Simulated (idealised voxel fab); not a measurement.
The name of this process module is voxel self aligned vias.
cross-section cut | 225 nm wide | cells 5 nm
Heads up, the way a cross-section reads in here is a grid of square cells, handed over as bands from the top down, with every band being one or more rows of cells.
For a band, the entry starts with two heights in nm, that of the top and then that of the bottom, and carries on with the band's materials in order from left to right, each alongside its width in nm; the word "edge to edge" beside a single material means it fills the band edge to edge, and "air" means empty space.
Zero point of the height axis is 0; under it, received wafer = one material. Lowest band: continues down indefinitely, "z 0 and below".
Per-row width for "30 to 40": begins at first number (top row of band), ends at second number (bottom row), increment between rows held constant.
Given "nothing altered" for a step, no cell of the cross-section differs between before and after that step.
If an empty space has no open way to the top and is at least 8 cells in size, "Voids lacking openings" lists it, written width x height at distance, where distance is measured from the left edge and every value is in nm.
The remark found on a step's line after its settings is issued by the simulator itself and pertains to that step.
overlay nm: for a step with a mask, the amount by which the mask lay right of where it was planned; a negative amount means left of it.
Below you will find pairs of cross-sections. In each, one shows the wafer before one process step and the other after it, with the after view ending at the lowest band that changed. Under each pair is the step separating them, along with its settings. Do not assume the pairs form a chain: they can come from different runs of this module on the same starting wafer, and a pair continues from the pair above it only when its "Preceding state" entry says so.

[Preceding state]
  z 60 to 40 = 75 of SiO2 / 30 of air / 120 of SiO2
  z 40 to 35 = 80 of SiO2 / 20 of air / 25 of SiO2 / 20 of SiN / 80 of SiO2
  z 35 to 25 = 80 of SiO2 / 5 of TiN / 10 of Ru / 5 of TiN / 25 of SiO2 / 5 of TiN / 10 of Ru / 5 of TiN / 80 of SiO2
  z 25 to 20 = 80 of SiO2 / 20 of TiN / 25 of SiO2 / 20 of TiN / 80 of SiO2
  z 20 to 5 = SiO2 edge to edge
  z 5 to 0 = SiCN edge to edge
  z 0 and below = Si edge to edge
  Voids lacking openings: none

[Section After Processing]
  z 65 to 60 = 80 of TiN / 20 of air / 125 of TiN
  z 60 to 45 = 75 of SiO2 / 5 of TiN / 20 of air / 5 of TiN / 120 of SiO2
  z 45 to 40 = 75 of SiO2 / 10 of TiN / 10 of air / 10 of TiN / 120 of SiO2
  z 40 to 35 = 80 of SiO2 / 20 of TiN / 25 of SiO2 / 20 of SiN / 80 of SiO2
  Beneath the level 35, the cross-section is identical to its previous state.
  Voids lacking openings: none
Between the two cross-sections shown above, the process step is CONFORMAL_DEP,material TiN,thk nm 5

Preceding state: as in the pair right above, post-step view.

[Section After Processing]
  z 70 to 65 = Ru edge to edge
  z 65 to 60 = 80 of TiN / 20 of Ru / 125 of TiN
  z 60 to 45 = 75 of SiO2 / 5 of TiN / 20 of Ru / 5 of TiN / 120 of SiO2
  z 45 to 40 = 75 of SiO2 / 10 of TiN / 10 of Ru / 10 of TiN / 120 of SiO2
  Beneath the level 40, the cross-section is identical to its previous state.
  Voids lacking openings: none
Between the two cross-sections shown above, the process step is FILL_DEP,material Ru,thk nm 5

Preceding state: as in the pair right above, post-step view.

[Section After Processing]
  z 60 to 45 = 75 of SiO2 / 5 of TiN / 20 of Ru / 5 of TiN / 120 of SiO2
  Beneath the level 45, the cross-section is identical to its previous state.
  Voids lacking openings: none
Between the two cross-sections shown above, the process step is CMP,height nm 60

Preceding state: as in the pair right above, post-step view.

[Section After Processing]
  z 65 to 60 = SiCN edge to edge
  Beneath the level 60, the cross-section is identical to its previous state.
  Voids lacking openings: none
Between the two cross-sections shown above, the process step is CONFORMAL_DEP,material SiCN,thk nm 5

[Preceding state]
  z 0 and below = Si edge to edge
  Voids lacking openings: none

[Section After Processing]
  z 25 to 0 = SiO2 edge to edge
  Beneath the level 0, the cross-section is identical to its previous state.
  Voids lacking openings: none
Between the two cross-sections shown above, the process step is CONFORMAL_DEP,material SiO2,thk nm 25

Preceding state: as in the pair right above, post-step view.

[Section After Processing]
  z 30 to 25 = SiCN edge to edge
  Beneath the level 25, the cross-section is identical to its previous state.
  Voids lacking openings: none
Between the two cross-sections shown above, the process step is CONFORMAL_DEP,material SiCN,thk nm 5

Preceding state: as in the pair right above, post-step view.

[Section After Processing]
  z 50 to 30 = SiO2 edge to edge
  Beneath the level 30, the cross-section is identical to its previous state.
  Voids lacking openings: none
Between the two cross-sections shown above, the process step is DIRECTIONAL_DEP,material SiO2,thk nm 20

Preceding state: as in the pair right above, post-step view.

[Section After Processing]
  z 60 to 50 = aC edge to edge
  Beneath the level 50, the cross-section is identical to its previous state.
  Voids lacking openings: none
Between the two cross-sections shown above, the process step is DIRECTIONAL_DEP,material aC,thk nm 10

Preceding state: as in the pair right above, post-step view.

[Section After Processing]
  z 85 to 60 = 80 of resist / 20 of air / 25 of resist / 20 of air / 80 of resist
  Beneath the level 60, the cross-section is identical to its previous state.
  Voids lacking openings: none
Between the two cross-sections shown above, the process step is PATTERN,tone open,mask id LINES,material resist,width nm 20,pitch nm 45,thk nm 25,overlay nm 0

Preceding state: as in the pair right above, post-step view.

[Section After Processing]
  z 75 to 60 = 80 of resist / 20 of air / 25 of resist / 20 of air / 80 of resist
  z 60 to 50 = 80 of aC / 20 of air / 25 of aC / 20 of air / 80 of aC
  Beneath the level 50, the cross-section is identical to its previous state.
  Voids lacking openings: none
Between the two cross-sections shown above, the process step is DIRECTIONAL_ETCH,etch materials aC,depth nm 10

Preceding state: as in the pair right above, post-step view.

[Section After Processing]
  z 60 to 50 = 80 of aC / 20 of air / 25 of aC / 20 of air / 80 of aC
  Beneath the level 50, the cross-section is identical to its previous state.
  Voids lacking openings: none
Between the two cross-sections shown above, the process step is STRIP,etch materials resist

Preceding state: as in the pair right above, post-step view.

[Section After Processing]
  z 60 to 50 = 80 of aC / 20 of air / 25 of aC / 20 of air / 80 of aC
  z 50 to 30 = 80 of SiO2 / 20 of air / 25 of SiO2 / 20 of air / 80 of SiO2
  Beneath the level 30, the cross-section is identical to its previous state.
  Voids lacking openings: none
Between the two cross-sections shown above, the process step is DIRECTIONAL_ETCH,etch materials SiO2,depth nm 20

Preceding state: as in the pair right above, post-step view.

[Section After Processing]
  z 50 to 30 = 80 of SiO2 / 20 of air / 25 of SiO2 / 20 of air / 80 of SiO2
  Beneath the level 30, the cross-section is identical to its previous state.
  Voids lacking openings: none
Between the two cross-sections shown above, the process step is STRIP,etch materials aC

Preceding state: as in the pair right above, post-step view.

[Section After Processing]
  z 55 to 50 = 85 of TiN / 10 of air / 35 of TiN / 10 of air / 85 of TiN
  z 50 to 35 = 80 of SiO2 / 5 of TiN / 10 of air / 5 of TiN / 25 of SiO2 / 5 of TiN / 10 of air / 5 of TiN / 80 of SiO2
  z 35 to 30 = 80 of SiO2 / 20 of TiN / 25 of SiO2 / 20 of TiN / 80 of SiO2
  Beneath the level 30, the cross-section is identical to its previous state.
  Voids lacking openings: none
Between the two cross-sections shown above, the process step is CONFORMAL_DEP,material TiN,thk nm 5

Preceding state: as in the pair right above, post-step view.

[Section After Processing]
  z 65 to 55 = Ru edge to edge
  z 55 to 50 = 85 of TiN / 10 of Ru / 35 of TiN / 10 of Ru / 85 of TiN
  z 50 to 35 = 80 of SiO2 / 5 of TiN / 10 of Ru / 5 of TiN / 25 of SiO2 / 5 of TiN / 10 of Ru / 5 of TiN / 80 of SiO2
  Beneath the level 35, the cross-section is identical to its previous state.
  Voids lacking openings: none
Between the two cross-sections shown above, the process step is FILL_DEP,material Ru,thk nm 10

Preceding state: as in the pair right above, post-step view.

[Section After Processing]
  z 40 to 35 = 80 of SiO2 / 5 of TiN / 10 of Ru / 5 of TiN / 25 of SiO2 / 5 of TiN / 10 of Ru / 5 of TiN / 80 of SiO2
  Beneath the level 35, the cross-section is identical to its previous state.
  Voids lacking openings: none
Between the two cross-sections shown above, the process step is CMP,height nm 40

Preceding state: as in the pair right above, post-step view.

[Section After Processing]
  z 40 to 35 = 80 of SiO2 / 20 of air / 25 of SiO2 / 20 of air / 80 of SiO2
  Beneath the level 35, the cross-section is identical to its previous state.
  Voids lacking openings: none
Between the two cross-sections shown above, the process step is SELECTIVE_ETCH,etch materials W Ru TiN,depth nm 5

Preceding state: as in the pair right above, post-step view.

[Section After Processing]
  z 50 to 40 = SiN edge to edge
  z 40 to 35 = 80 of SiO2 / 20 of SiN / 25 of SiO2 / 20 of SiN / 80 of SiO2
  Beneath the level 35, the cross-section is identical to its previous state.
  Voids lacking openings: none
Between the two cross-sections shown above, the process step is FILL_DEP,material SiN,thk nm 10

Preceding state: as in the pair right above, post-step view.

[Section After Processing]
  z 40 to 35 = 80 of SiO2 / 20 of SiN / 25 of SiO2 / 20 of SiN / 80 of SiO2
  Beneath the level 35, the cross-section is identical to its previous state.
  Voids lacking openings: none
Between the two cross-sections shown above, the process step is CMP,height nm 40

Preceding state: as in the pair right above, post-step view.

[Section After Processing]
  z 60 to 40 = SiO2 edge to edge
  Beneath the level 40, the cross-section is identical to its previous state.
  Voids lacking openings: none
Between the two cross-sections shown above, the process step is DIRECTIONAL_DEP,material SiO2,thk nm 20

Preceding state: as in the pair right above, post-step view.

[Section After Processing]
  z 60 to 40 = 75 of SiO2 / 30 of air / 120 of SiO2
  Beneath the level 40, the cross-section is identical to its previous state.
  Voids lacking openings: none
Between the two cross-sections shown above, the process step is MASKED_ETCH,tone open,mask id VIAS,width nm 30,etch materials SiO2,depth nm 20,overlay nm 0

Preceding state: as in the pair right above, post-step view.

[Section After Processing]
  z 60 to 40 = 75 of SiO2 / 30 of air / 120 of SiO2
  z 40 to 35 = 80 of SiO2 / 20 of air / 25 of SiO2 / 20 of SiN / 80 of SiO2
  Beneath the level 35, the cross-section is identical to its previous state.
  Voids lacking openings: none
Between the two cross-sections shown above, the process step is MASKED_ETCH,tone open,mask id VIAS,width nm 30,etch materials SiN,depth nm 5,overlay nm 0

Preceding state: as in the pair right above, post-step view.

[Section After Processing]
  z 65 to 60 = 80 of TiN / 20 of air / 125 of TiN
  z 60 to 45 = 75 of SiO2 / 5 of TiN / 20 of air / 5 of TiN / 120 of SiO2
  z 45 to 40 = 75 of SiO2 / 10 of TiN / 10 of air / 10 of TiN / 120 of SiO2
  z 40 to 35 = 80 of SiO2 / 20 of TiN / 25 of SiO2 / 20 of SiN / 80 of SiO2
  Beneath the level 35, the cross-section is identical to its previous state.
  Voids lacking openings: none
Between the two cross-sections shown above, the process step is CONFORMAL_DEP,material TiN,thk nm 5

Preceding state: as in the pair right above, post-step view.

[Section After Processing]
  z 70 to 65 = Ru edge to edge
  z 65 to 60 = 80 of TiN / 20 of Ru / 125 of TiN
  z 60 to 45 = 75 of SiO2 / 5 of TiN / 20 of Ru / 5 of TiN / 120 of SiO2
  z 45 to 40 = 75 of SiO2 / 10 of TiN / 10 of Ru / 10 of TiN / 120 of SiO2
  Beneath the level 40, the cross-section is identical to its previous state.
  Voids lacking openings: none
Between the two cross-sections shown above, the process step is FILL_DEP,material Ru,thk nm 5

Preceding state: as in the pair right above, post-step view.

[Section After Processing]
  z 60 to 45 = 75 of SiO2 / 5 of TiN / 20 of Ru / 5 of TiN / 120 of SiO2
  Beneath the level 45, the cross-section is identical to its previous state.
  Voids lacking openings: none
Between the two cross-sections shown above, the process step is CMP,height nm 60

Preceding state: as in the pair right above, post-step view.

[Section After Processing]
  z 65 to 60 = SiCN edge to edge
  Beneath the level 60, the cross-section is identical to its previous state.
  Voids lacking openings: none
Between the two cross-sections shown above, the process step is CONFORMAL_DEP,material SiCN,thk nm 5

[Preceding state]
  z 60 to 40 = SiO2 edge to edge
  z 40 to 35 = 80 of SiO2 / 20 of SiN / 25 of SiO2 / 20 of SiN / 80 of SiO2
  z 35 to 25 = 80 of SiO2 / 5 of TiN / 10 of Ru / 5 of TiN / 25 of SiO2 / 5 of TiN / 10 of Ru / 5 of TiN / 80 of SiO2
  z 25 to 20 = 80 of SiO2 / 20 of TiN / 25 of SiO2 / 20 of TiN / 80 of SiO2
  z 20 to 15 = SiCN edge to edge
  z 15 to 0 = SiO2 edge to edge
  z 0 and below = Si edge to edge
  Voids lacking openings: none

[Section After Processing]
  z 60 to 40 = 75 of SiO2 / 35 of air / 115 of SiO2
  Beneath the level 40, the cross-section is identical to its previous state.
  Voids lacking openings: none
Between the two cross-sections shown above, the process step is MASKED_ETCH,tone open,mask id VIAS,width nm 35,etch materials SiO2,depth nm 20,overlay nm 0

Preceding state: as in the pair right above, post-step view.

[Section After Processing]
  z 60 to 40 = 75 of SiO2 / 35 of air / 115 of SiO2
  z 40 to 35 = 80 of SiO2 / 20 of air / 25 of SiO2 / 20 of SiN / 80 of SiO2
  Beneath the level 35, the cross-section is identical to its previous state.
  Voids lacking openings: none
Between the two cross-sections shown above, the process step is MASKED_ETCH,tone open,mask id VIAS,width nm 30,etch materials SiN,depth nm 5,overlay nm 0

Preceding state: as in the pair right above, post-step view.

[Section After Processing]
  z 65 to 60 = 80 of TiN / 25 of air / 120 of TiN
  z 60 to 45 = 75 of SiO2 / 5 of TiN / 25 of air / 5 of TiN / 115 of SiO2
  z 45 to 40 = 75 of SiO2 / 10 of TiN / 10 of air / 15 of TiN / 115 of SiO2
  z 40 to 35 = 80 of SiO2 / 20 of TiN / 25 of SiO2 / 20 of SiN / 80 of SiO2
  Beneath the level 35, the cross-section is identical to its previous state.
  Voids lacking openings: none
Between the two cross-sections shown above, the process step is CONFORMAL_DEP,material TiN,thk nm 5

Preceding state: as in the pair right above, post-step view.

[Section After Processing]
  z 70 to 65 = Ru edge to edge
  z 65 to 60 = 80 of TiN / 25 of Ru / 120 of TiN
  z 60 to 45 = 75 of SiO2 / 5 of TiN / 25 of Ru / 5 of TiN / 115 of SiO2
  z 45 to 40 = 75 of SiO2 / 10 of TiN / 10 of Ru / 15 of TiN / 115 of SiO2
  Beneath the level 40, the cross-section is identical to its previous state.
  Voids lacking openings: none
Between the two cross-sections shown above, the process step is FILL_DEP,material Ru,thk nm 5

Preceding state: as in the pair right above, post-step view.

[Section After Processing]
  z 60 to 45 = 75 of SiO2 / 5 of TiN / 25 of Ru / 5 of TiN / 115 of SiO2
  Beneath the level 45, the cross-section is identical to its previous state.
  Voids lacking openings: none
Between the two cross-sections shown above, the process step is CMP,height nm 60

Preceding state: as in the pair right above, post-step view.

[Section After Processing]
  z 65 to 60 = SiCN edge to edge
  Beneath the level 60, the cross-section is identical to its previous state.
  Voids lacking openings: none
Between the two cross-sections shown above, the process step is CONFORMAL_DEP,material SiCN,thk nm 5

[Preceding state]
  z 60 to 40 = 75 of SiO2 / 30 of air / 120 of SiO2
  z 40 to 35 = 80 of SiO2 / 20 of SiN / 25 of SiO2 / 20 of SiN / 80 of SiO2
  z 35 to 25 = 80 of SiO2 / 5 of TiN / 10 of Ru / 5 of TiN / 25 of SiO2 / 5 of TiN / 10 of Ru / 5 of TiN / 80 of SiO2
  z 25 to 20 = 80 of SiO2 / 20 of TiN / 25 of SiO2 / 20 of TiN / 80 of SiO2
  z 20 to 15 = SiCN edge to edge
  z 15 to 0 = SiO2 edge to edge
  z 0 and below = Si edge to edge
  Voids lacking openings: none

[Section After Processing]
  z 60 to 40 = 75 of SiO2 / 30 of air / 120 of SiO2
  z 40 to 35 = 80 of SiO2 / 5 of SiN / 15 of air / 25 of SiO2 / 20 of SiN / 80 of SiO2
  Beneath the level 35, the cross-section is identical to its previous state.
  Voids lacking openings: none
Between the two cross-sections shown above, the process step is MASKED_ETCH,tone open,mask id VIAS,width nm 30,etch materials SiN,depth nm 5,overlay nm 10

Preceding state: as in the pair right above, post-step view.

[Section After Processing]
  z 65 to 60 = 80 of TiN / 20 of air / 125 of TiN
  z 60 to 45 = 75 of SiO2 / 5 of TiN / 20 of air / 5 of TiN / 120 of SiO2
  z 45 to 40 = 75 of SiO2 / 15 of TiN / 5 of air / 10 of TiN / 120 of SiO2
  z 40 to 35 = 80 of SiO2 / 5 of SiN / 15 of TiN / 25 of SiO2 / 20 of SiN / 80 of SiO2
  Beneath the level 35, the cross-section is identical to its previous state.
  Voids lacking openings: none
Between the two cross-sections shown above, the process step is CONFORMAL_DEP,material TiN,thk nm 5

Preceding state: as in the pair right above, post-step view.

[Section After Processing]
  z 70 to 65 = Ru edge to edge
  z 65 to 60 = 80 of TiN / 20 of Ru / 125 of TiN
  z 60 to 45 = 75 of SiO2 / 5 of TiN / 20 of Ru / 5 of TiN / 120 of SiO2
  z 45 to 40 = 75 of SiO2 / 15 of TiN / 5 of Ru / 10 of TiN / 120 of SiO2
  Beneath the level 40, the cross-section is identical to its previous state.
  Voids lacking openings: none
Between the two cross-sections shown above, the process step is FILL_DEP,material Ru,thk nm 5

Preceding state: as in the pair right above, post-step view.

[Section After Processing]
  z 60 to 45 = 75 of SiO2 / 5 of TiN / 20 of Ru / 5 of TiN / 120 of SiO2
  Beneath the level 45, the cross-section is identical to its previous state.
  Voids lacking openings: none
Between the two cross-sections shown above, the process step is CMP,height nm 60

Preceding state: as in the pair right above, post-step view.

[Section After Processing]
  z 65 to 60 = SiCN edge to edge
  Beneath the level 60, the cross-section is identical to its previous state.
  Voids lacking openings: none
Between the two cross-sections shown above, the process step is CONFORMAL_DEP,material SiCN,thk nm 5

[Preceding state]
  z 40 to 35 = 80 of SiO2 / 20 of SiN / 25 of SiO2 / 20 of SiN / 80 of SiO2
  z 35 to 25 = 80 of SiO2 / 5 of TiN / 10 of Ru / 5 of TiN / 25 of SiO2 / 5 of TiN / 10 of Ru / 5 of TiN / 80 of SiO2
  z 25 to 20 = 80 of SiO2 / 20 of TiN / 25 of SiO2 / 20 of TiN / 80 of SiO2
  z 20 to 15 = SiCN edge to edge
  z 15 to 0 = SiO2 edge to edge
  z 0 and below = Si edge to edge
  Voids lacking openings: none

[Section After Processing]
  z 60 to 40 = SiN edge to edge
  Beneath the level 40, the cross-section is identical to its previous state.
  Voids lacking openings: none
Between the two cross-sections shown above, the process step is DIRECTIONAL_DEP,material SiN,thk nm 20

Preceding state: as in the pair right above, post-step view.

[Section After Processing]
  z 60 to 55 = 75 of SiN / 30 of air / 120 of SiN
  Beneath the level 55, the cross-section is identical to its previous state.
  Voids lacking openings: none
Between the two cross-sections shown above, the process step is MASKED_ETCH,tone open,mask id VIAS,width nm 30,etch materials SiN,depth nm 5,overlay nm 0

Preceding state: as in the pair right above, post-step view.

[Section After Processing]
  z 65 to 60 = 80 of TiN / 20 of air / 125 of TiN
  z 60 to 55 = 75 of SiN / 30 of TiN / 120 of SiN
  Beneath the level 55, the cross-section is identical to its previous state.
  Voids lacking openings: none
Between the two cross-sections shown above, the process step is CONFORMAL_DEP,material TiN,thk nm 5

Preceding state: as in the pair right above, post-step view.

[Section After Processing]
  z 70 to 65 = Ru edge to edge
  z 65 to 60 = 80 of TiN / 20 of Ru / 125 of TiN
  Beneath the level 60, the cross-section is identical to its previous state.
  Voids lacking openings: none
Between the two cross-sections shown above, the process step is FILL_DEP,material Ru,thk nm 5

Preceding state: as in the pair right above, post-step view.

[Section After Processing]
  z 60 to 55 = 75 of SiN / 30 of TiN / 120 of SiN
  Beneath the level 55, the cross-section is identical to its previous state.
  Voids lacking openings: none
Between the two cross-sections shown above, the process step is CMP,height nm 60

Preceding state: as in the pair right above, post-step view.

[Section After Processing]
  z 65 to 60 = SiCN edge to edge
  Beneath the level 60, the cross-section is identical to its previous state.
  Voids lacking openings: none
Between the two cross-sections shown above, the process step is CONFORMAL_DEP,material SiCN,thk nm 5

[Preceding state]
  z 50 to 40 = aC edge to edge
  z 40 to 20 = SiO2 edge to edge
  z 20 to 15 = SiCN edge to edge
  z 15 to 0 = SiO2 edge to edge
  z 0 and below = Si edge to edge
  Voids lacking openings: none

[Section After Processing]
  z 75 to 50 = 80 of air / 20 of resist / 25 of air / 20 of resist / 80 of air
  Beneath the level 50, the cross-section is identical to its previous state.
  Voids lacking openings: none
Between the two cross-sections shown above, the process step is PATTERN,tone cover,mask id LINES,material resist,width nm 20,pitch nm 45,thk nm 25,overlay nm 0

Preceding state: as in the pair right above, post-step view.

[Section After Processing]
  z 65 to 50 = 80 of air / 20 of resist / 25 of air / 20 of resist / 80 of air
  z 50 to 40 = 80 of air / 20 of aC / 25 of air / 20 of aC / 80 of air
  Beneath the level 40, the cross-section is identical to its previous state.
  Voids lacking openings: none
Between the two cross-sections shown above, the process step is DIRECTIONAL_ETCH,etch materials aC,depth nm 10

Preceding state: as in the pair right above, post-step view.

[Section After Processing]
  z 50 to 40 = 80 of air / 20 of aC / 25 of air / 20 of aC / 80 of air
  Beneath the level 40, the cross-section is identical to its previous state.
  Voids lacking openings: none
Between the two cross-sections shown above, the process step is STRIP,etch materials resist

Preceding state: as in the pair right above, post-step view.

[Section After Processing]
  z 50 to 40 = 80 of air / 20 of aC / 25 of air / 20 of aC / 80 of air
  z 40 to 20 = 80 of air / 20 of SiO2 / 25 of air / 20 of SiO2 / 80 of air
  Beneath the level 20, the cross-section is identical to its previous state.
  Voids lacking openings: none
Between the two cross-sections shown above, the process step is DIRECTIONAL_ETCH,etch materials SiO2,depth nm 20

Preceding state: as in the pair right above, post-step view.

[Section After Processing]
  z 40 to 20 = 80 of air / 20 of SiO2 / 25 of air / 20 of SiO2 / 80 of air
  Beneath the level 20, the cross-section is identical to its previous state.
  Voids lacking openings: none
Between the two cross-sections shown above, the process step is STRIP,etch materials aC

Preceding state: as in the pair right above, post-step view.

[Section After Processing]
  z 45 to 40 = 75 of air / 30 of TiN / 15 of air / 30 of TiN / 75 of air
  z 40 to 25 = 75 of air / 5 of TiN / 20 of SiO2 / 5 of TiN / 15 of air / 5 of TiN / 20 of SiO2 / 5 of TiN / 75 of air
  z 25 to 20 = 80 of TiN / 20 of SiO2 / 25 of TiN / 20 of SiO2 / 80 of TiN
  Beneath the level 20, the cross-section is identical to its previous state.
  Voids lacking openings: none
Between the two cross-sections shown above, the process step is CONFORMAL_DEP,material TiN,thk nm 5

Preceding state: as in the pair right above, post-step view.

[Section After Processing]
  z 55 to 45 = Ru edge to edge
  z 45 to 40 = 75 of Ru / 30 of TiN / 15 of Ru / 30 of TiN / 75 of Ru
  z 40 to 25 = 75 of Ru / 5 of TiN / 20 of SiO2 / 5 of TiN / 15 of Ru / 5 of TiN / 20 of SiO2 / 5 of TiN / 75 of Ru
  Beneath the level 25, the cross-section is identical to its previous state.
  Voids lacking openings: none
Between the two cross-sections shown above, the process step is FILL_DEP,material Ru,thk nm 10

Preceding state: as in the pair right above, post-step view.

[Section After Processing]
  z 40 to 25 = 75 of Ru / 5 of TiN / 20 of SiO2 / 5 of TiN / 15 of Ru / 5 of TiN / 20 of SiO2 / 5 of TiN / 75 of Ru
  Beneath the level 25, the cross-section is identical to its previous state.
  Voids lacking openings: none
Between the two cross-sections shown above, the process step is CMP,height nm 40

Preceding state: as in the pair right above, post-step view.

[Section After Processing]
  z 40 to 35 = 80 of air / 20 of SiO2 / 25 of air / 20 of SiO2 / 80 of air
  Beneath the level 35, the cross-section is identical to its previous state.
  Voids lacking openings: none
Between the two cross-sections shown above, the process step is SELECTIVE_ETCH,etch materials W Ru TiN,depth nm 5

Preceding state: as in the pair right above, post-step view.

[Section After Processing]
  z 50 to 40 = SiN edge to edge
  z 40 to 35 = 80 of SiN / 20 of SiO2 / 25 of SiN / 20 of SiO2 / 80 of SiN
  Beneath the level 35, the cross-section is identical to its previous state.
  Voids lacking openings: none
Between the two cross-sections shown above, the process step is FILL_DEP,material SiN,thk nm 10

Preceding state: as in the pair right above, post-step view.

[Section After Processing]
  z 40 to 35 = 80 of SiN / 20 of SiO2 / 25 of SiN / 20 of SiO2 / 80 of SiN
  Beneath the level 35, the cross-section is identical to its previous state.
  Voids lacking openings: none
Between the two cross-sections shown above, the process step is CMP,height nm 40

Preceding state: as in the pair right above, post-step view.

[Section After Processing]
  z 60 to 40 = SiO2 edge to edge
  Beneath the level 40, the cross-section is identical to its previous state.
  Voids lacking openings: none
Between the two cross-sections shown above, the process step is DIRECTIONAL_DEP,material SiO2,thk nm 20

Preceding state: as in the pair right above, post-step view.

[Section After Processing]
  z 60 to 40 = 75 of SiO2 / 30 of air / 120 of SiO2
  Beneath the level 40, the cross-section is identical to its previous state.
  Voids lacking openings: none
Between the two cross-sections shown above, the process step is MASKED_ETCH,tone open,mask id VIAS,width nm 30,etch materials SiO2,depth nm 20,overlay nm 0

Preceding state: as in the pair right above, post-step view.

[Section After Processing]
  z 60 to 40 = 75 of SiO2 / 30 of air / 120 of SiO2
  z 40 to 35 = 75 of SiN / 5 of air / 20 of SiO2 / 5 of air / 20 of SiN / 20 of SiO2 / 80 of SiN
  Beneath the level 35, the cross-section is identical to its previous state.
  Voids lacking openings: none
Between the two cross-sections shown above, the process step is MASKED_ETCH,tone open,mask id VIAS,width nm 30,etch materials SiN,depth nm 5,overlay nm 0

Preceding state: as in the pair right above, post-step view.

[Section After Processing]
  z 65 to 60 = 80 of TiN / 20 of air / 125 of TiN
  z 60 to 45 = 75 of SiO2 / 5 of TiN / 20 of air / 5 of TiN / 120 of SiO2
  z 45 to 40 = 75 of SiO2 / 30 of TiN / 120 of SiO2
  z 40 to 35 = 75 of SiN / 5 of TiN / 20 of SiO2 / 5 of TiN / 20 of SiN / 20 of SiO2 / 80 of SiN
  Beneath the level 35, the cross-section is identical to its previous state.
  Voids lacking openings: none
Between the two cross-sections shown above, the process step is CONFORMAL_DEP,material TiN,thk nm 5

Preceding state: as in the pair right above, post-step view.

[Section After Processing]
  z 70 to 65 = Ru edge to edge
  z 65 to 60 = 80 of TiN / 20 of Ru / 125 of TiN
  z 60 to 45 = 75 of SiO2 / 5 of TiN / 20 of Ru / 5 of TiN / 120 of SiO2
  Beneath the level 45, the cross-section is identical to its previous state.
  Voids lacking openings: none
Between the two cross-sections shown above, the process step is FILL_DEP,material Ru,thk nm 5

Preceding state: as in the pair right above, post-step view.

[Section After Processing]
  z 60 to 45 = 75 of SiO2 / 5 of TiN / 20 of Ru / 5 of TiN / 120 of SiO2
  Beneath the level 45, the cross-section is identical to its previous state.
  Voids lacking openings: none
Between the two cross-sections shown above, the process step is CMP,height nm 60

Preceding state: as in the pair right above, post-step view.

[Section After Processing]
  z 65 to 60 = SiCN edge to edge
  Beneath the level 60, the cross-section is identical to its previous state.
  Voids lacking openings: none
Between the two cross-sections shown above, the process step is CONFORMAL_DEP,material SiCN,thk nm 5
